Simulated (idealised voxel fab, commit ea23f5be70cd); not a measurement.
Proc. module: voxel self aligned vias
We display cut, a cross-section 165 nm in width whose square cells are each 5 nm.
Just so we're on the same page, the cross-sections are grids of square cells, and they're listed out in bands top to bottom, each band one or more rows deep.
Within each band entry, the heights of the top and of the bottom of the band appear first, in that order and in nm; the materials of the band then follow from left to right, each with its corresponding width in nm. The designation "throughout" on a single material indicates that it fills the band from edge to edge; the designation "air" indicates empty space.
Counting heights begins at 0, where everything beneath is, in the wafer as received, one material. The lowest band has no bottom; it goes on downwards, as "0 down" shows.
You'd read "30->40" like this: the band's top row of cells is as wide as the first number, its bottom row is as wide as the second, and going down, every row changes width by the same amount as the row before did.
"nothing altered" (step): cross-section cells unchanged, all of them.
Basically, "Enclosed void entries" tells you about the enclosed voids: empty spaces with no open way to the top, 8 cells or bigger, each written width x height at distance, where distance is from the left edge, all in nm.
after a step's settings: what the simulator itself notes on the step
overlay nm, on a step with a mask: how far to the right of its planned place the mask lay; to the left if negative
Below is the list of planned process steps
1: RECEIVE: material Si
2: CONFORMAL_DEP: material SiO2, thk nm 15
3: CONFORMAL_DEP: material SiCN, thk nm 5
4: DIRECTIONAL_DEP: material lowk, thk nm 20
5: PATTERN: tone open, mask id LINES, material resist, width nm 20, pitch nm 60, thk nm 15, overlay nm 0
6: DIRECTIONAL_ETCH: etch materials lowk, depth nm 20
7: STRIP: etch materials resist
8: CONFORMAL_DEP: material TiN, thk nm 5
9: FILL_DEP: material Ru, thk nm 10
10: CMP: height nm 40
11: SELECTIVE_ETCH: etch materials W Ru TiN, depth nm 5
12: FILL_DEP: material SiN, thk nm 10
13: CMP: height nm 40
14: DIRECTIONAL_DEP: material lowk, thk nm 20
15: MASKED_ETCH: tone open, mask id VIAS, width nm 40, etch materials lowk, depth nm 20, overlay nm 0
16: MASKED_ETCH: tone open, mask id VIAS, width nm 40, etch materials SiN, depth nm 5, overlay nm 0
17: CONFORMAL_DEP: material TiN, thk nm 5
18: FILL_DEP: material W, thk nm 10
19: CMP: height nm 60
20: CONFORMAL_DEP: material SiCN, thk nm 5
The following pertains to the first of two wafers, which was processed as planned
Wafer as received: cross-section following step 1
    0 down = Si throughout
    Enclosed void entries: none
Wafer xsec, post step 2
    15 to 0 = SiO2 throughout
    Everything below 0 is unchanged.
Wafer xsec, post step 3
    20 to 15 = SiCN throughout
    Everything below 15 is unchanged.
Wafer xsec, post step 4
    40 to 20 = lowk throughout
    Everything below 20 is unchanged.
Wafer xsec, post step 5
    55 to 40 = 40 of resist  20 of air  40 of resist  20 of air  45 of resist
    Everything below 40 is unchanged.
Wafer xsec, post step 6
    55 to 40 = 40 of resist  20 of air  40 of resist  20 of air  45 of resist
    40 to 20 = 40 of lowk  20 of air  40 of lowk  20 of air  45 of lowk
    Everything below 20 is unchanged.
Wafer xsec, post step 7
    40 to 20 = 40 of lowk  20 of air  40 of lowk  20 of air  45 of lowk
    Everything below 20 is unchanged.
Wafer xsec, post step 8
    45 to 40 = 45 of TiN  10 of air  50 of TiN  10 of air  50 of TiN
    40 to 25 = 40 of lowk  5 of TiN  10 of air  5 of TiN  40 of lowk  5 of TiN  10 of air  5 of TiN  45 of lowk
    25 to 20 = 40 of lowk  20 of TiN  40 of lowk  20 of TiN  45 of lowk
    Everything below 20 is unchanged.
Wafer xsec, post step 9
    55 to 45 = Ru throughout
    45 to 40 = 45 of TiN  10 of Ru  50 of TiN  10 of Ru  50 of TiN
    40 to 25 = 40 of lowk  5 of TiN  10 of Ru  5 of TiN  40 of lowk  5 of TiN  10 of Ru  5 of TiN  45 of lowk
    Everything below 25 is unchanged.
Wafer xsec, post step 10
    40 to 25 = 40 of lowk  5 of TiN  10 of Ru  5 of TiN  40 of lowk  5 of TiN  10 of Ru  5 of TiN  45 of lowk
    Everything below 25 is unchanged.
Wafer xsec, post step 11
    40 to 35 = 40 of lowk  20 of air  40 of lowk  20 of air  45 of lowk
    Everything below 35 is unchanged.
Wafer xsec, post step 12
    50 to 40 = SiN throughout
    40 to 35 = 40 of lowk  20 of SiN  40 of lowk  20 of SiN  45 of lowk
    Everything below 35 is unchanged.
Wafer xsec, post step 13
    40 to 35 = 40 of lowk  20 of SiN  40 of lowk  20 of SiN  45 of lowk
    Everything below 35 is unchanged.
Wafer xsec, post step 14
    60 to 40 = lowk throughout
    Everything below 40 is unchanged.
Wafer xsec, post step 15
    60 to 40 = 30 of lowk  40 of air  95 of lowk
    Everything below 40 is unchanged.
Wafer xsec, post step 16
    60 to 40 = 30 of lowk  40 of air  95 of lowk
    40 to 35 = 40 of lowk  20 of air  40 of lowk  20 of SiN  45 of lowk
    Everything below 35 is unchanged.
Wafer xsec, post step 17
    65 to 60 = 35 of TiN  30 of air  100 of TiN
    60 to 45 = 30 of lowk  5 of TiN  30 of air  5 of TiN  95 of lowk
    45 to 40 = 30 of lowk  15 of TiN  10 of air  15 of TiN  95 of lowk
    40 to 35 = 40 of lowk  20 of TiN  40 of lowk  20 of SiN  45 of lowk
    Everything below 35 is unchanged.
Wafer xsec, post step 18
    75 to 65 = W throughout
    65 to 60 = 35 of TiN  30 of W  100 of TiN
    60 to 45 = 30 of lowk  5 of TiN  30 of W  5 of TiN  95 of lowk
    45 to 40 = 30 of lowk  15 of TiN  10 of W  15 of TiN  95 of lowk
    Everything below 40 is unchanged.
Wafer xsec, post step 19
    60 to 45 = 30 of lowk  5 of TiN  30 of W  5 of TiN  95 of lowk
    Everything below 45 is unchanged.
Wafer xsec, post step 20
    65 to 60 = SiCN throughout
    Everything below 60 is unchanged.
Notes, second wafer: start = first wafer's, plan = first wafer's, execution had one mistake; history identical to first through step 4
Planned end of step 5: second wafer, cross-section
    55 to 40 = 30 of resist  20 of air  40 of resist  20 of air  55 of resist
    Everything below 40 is unchanged.
Planned end of step 6: second wafer, cross-section
    55 to 40 = 30 of resist  20 of air  40 of resist  20 of air  55 of resist
    40 to 20 = 30 of lowk  20 of air  40 of lowk  20 of air  55 of lowk
    Everything below 20 is unchanged.
Planned end of step 7: second wafer, cross-section
    40 to 20 = 30 of lowk  20 of air  40 of lowk  20 of air  55 of lowk
    Everything below 20 is unchanged.
Planned end of step 8: second wafer, cross-section
    45 to 40 = 35 of TiN  10 of air  50 of TiN  10 of air  60 of TiN
    40 to 25 = 30 of lowk  5 of TiN  10 of air  5 of TiN  40 of lowk  5 of TiN  10 of air  5 of TiN  55 of lowk
    25 to 20 = 30 of lowk  20 of TiN  40 of lowk  20 of TiN  55 of lowk
    Everything below 20 is unchanged.
Planned end of step 9: second wafer, cross-section
    55 to 45 = Ru throughout
    45 to 40 = 35 of TiN  10 of Ru  50 of TiN  10 of Ru  60 of TiN
    40 to 25 = 30 of lowk  5 of TiN  10 of Ru  5 of TiN  40 of lowk  5 of TiN  10 of Ru  5 of TiN  55 of lowk
    Everything below 25 is unchanged.
Planned end of step 10: second wafer, cross-section
    40 to 25 = 30 of lowk  5 of TiN  10 of Ru  5 of TiN  40 of lowk  5 of TiN  10 of Ru  5 of TiN  55 of lowk
    Everything below 25 is unchanged.
Planned end of step 11: second wafer, cross-section
    40 to 35 = 30 of lowk  20 of air  40 of lowk  20 of air  55 of lowk
    Everything below 35 is unchanged.
Planned end of step 12: second wafer, cross-section
    50 to 40 = SiN throughout
    40 to 35 = 30 of lowk  20 of SiN  40 of lowk  20 of SiN  55 of lowk
    Everything below 35 is unchanged.
Planned end of step 13: second wafer, cross-section
    40 to 35 = 30 of lowk  20 of SiN  40 of lowk  20 of SiN  55 of lowk
    Everything below 35 is unchanged.
Planned end of step 14: second wafer, cross-section
    60 to 40 = lowk throughout
    Everything below 40 is unchanged.
Planned end of step 15: second wafer, cross-section
    60 to 40 = 30 of lowk  40 of air  95 of lowk
    Everything below 40 is unchanged.
Planned end of step 16: second wafer, cross-section
    60 to 40 = 30 of lowk  40 of air  95 of lowk
    40 to 35 = 30 of lowk  20 of air  40 of lowk  20 of SiN  55 of lowk
    Everything below 35 is unchanged.
Planned end of step 17: second wafer, cross-section
    65 to 60 = 35 of TiN  30 of air  100 of TiN
    60 to 45 = 30 of lowk  5 of TiN  30 of air  5 of TiN  95 of lowk
    45 to 40 = 30 of lowk  5 of TiN  10 of air  25 of TiN  95 of lowk
    40 to 35 = 30 of lowk  20 of TiN  40 of lowk  20 of SiN  55 of lowk
    Everything below 35 is unchanged.
Planned end of step 18: second wafer, cross-section
    75 to 65 = W throughout
    65 to 60 = 35 of TiN  30 of W  100 of TiN
    60 to 45 = 30 of lowk  5 of TiN  30 of W  5 of TiN  95 of lowk
    45 to 40 = 30 of lowk  5 of TiN  10 of W  25 of TiN  95 of lowk
    Everything below 40 is unchanged.
Planned end of step 19: second wafer, cross-section
    60 to 45 = 30 of lowk  5 of TiN  30 of W  5 of TiN  95 of lowk
    Everything below 45 is unchanged.
Planned end of step 20: second wafer, cross-section
    65 to 60 = SiCN throughout
    Everything below 60 is unchanged.
Want to know what went wrong? off-plan run, step 5, actual operation and settings PATTERN: tone open, mask id LINES, material resist, width nm 20, pitch nm 60, thk nm 15, overlay nm -10
at the end the second wafer has, in cells: as many of each material as the first, in other places
